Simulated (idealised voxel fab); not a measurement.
The document below concerns the process module designated voxel self aligned vias.
It is cross-section cut that appears here, measuring 295 nm in width, its square cells being 5 nm in size.
If you're reading a cross-section in this doc, picture square cells in a grid; it comes to you as bands, top ones listed first down to the bottom, and a band can be one or more rows of cells. Each band's line starts with the height of the band's top and of its bottom, in nm. Then come its materials from left to right, each with its width in nm. One material with "edge to edge" fills the band from edge to edge. "air" is empty space. Height is counted from the level 0, under which the received wafer is composed throughout of one material. The lowest of the bands is not closed at the bottom but continues downward, in the notation "0..down". Top row gets the first number, bottom row gets the second, and each row in between changes by the same step: that is how a band width like "30 to 40" works. "no alteration" (step): cross-section cells unchanged, all of them. Heads up: "Fully sealed cavities" only lists the empty pockets with no open path to the top that are 8 cells or more, and it writes them as width x height at distance, distance from the left edge, in nm. Past the settings on a step's line: simulator remark, on that step. Steps that use a mask can have "overlay nm" on their line. It says how far the mask sat to the right of where it was meant to be. Negative means to the left.
This section lists the process steps that were planned:
1: RECEIVE, material Si
2: CONFORMAL_DEP, material SiO2, thk nm 10
3: CONFORMAL_DEP, material SiCN, thk nm 5
4: DIRECTIONAL_DEP, material SiO2, thk nm 25
5: MASKED_ETCH, tone open, mask id LINES, width nm 20, pitch nm 55, etch materials SiO2, depth nm 25, overlay nm 0
6: CONFORMAL_DEP, material TiN, thk nm 5
7: FILL_DEP, material W, thk nm 10
8: CMP, height nm 40
9: SELECTIVE_ETCH, etch materials W Ru TiN, depth nm 10
10: FILL_DEP, material SiN, thk nm 10
11: CMP, height nm 40
12: DIRECTIONAL_DEP, material SiO2, thk nm 20
13: MASKED_ETCH, tone open, mask id VIAS, width nm 40, pitch nm 55, etch materials SiO2, depth nm 20, overlay nm 0
14: MASKED_ETCH, tone open, mask id VIAS, width nm 40, pitch nm 55, etch materials SiN, depth nm 10, overlay nm 0
15: CONFORMAL_DEP, material TiN, thk nm 5
16: FILL_DEP, material Cu, thk nm 10
17: CMP, height nm 60
18: CONFORMAL_DEP, material SiCN, thk nm 5
Quick note for whoever runs this: the wafers start identical, but the thk nm at step 6 isn't the same across them. The plan just shows what the first wafer had.
First of several wafers, received after step 1, in cross-section:
	0..down = Si edge to edge
	Fully sealed cavities: none
Per wafer, end of module: cells gained (+) or lost (-) per material since receipt, then closed voids:
thk nm 5 | +66 Cu | +118 SiCN | +493 SiO2 | +78 TiN | +12 W | Fully sealed cavities: none
thk nm 10 | +66 Cu | +118 SiCN | +493 SiO2 | +90 TiN | Fully sealed cavities: none
thk nm 15 | +66 Cu | +118 SiCN | +493 SiO2 | +90 TiN | Fully sealed cavities: none
thk nm 20 | +66 Cu | +118 SiCN | +493 SiO2 | +90 TiN | Fully sealed cavities: none
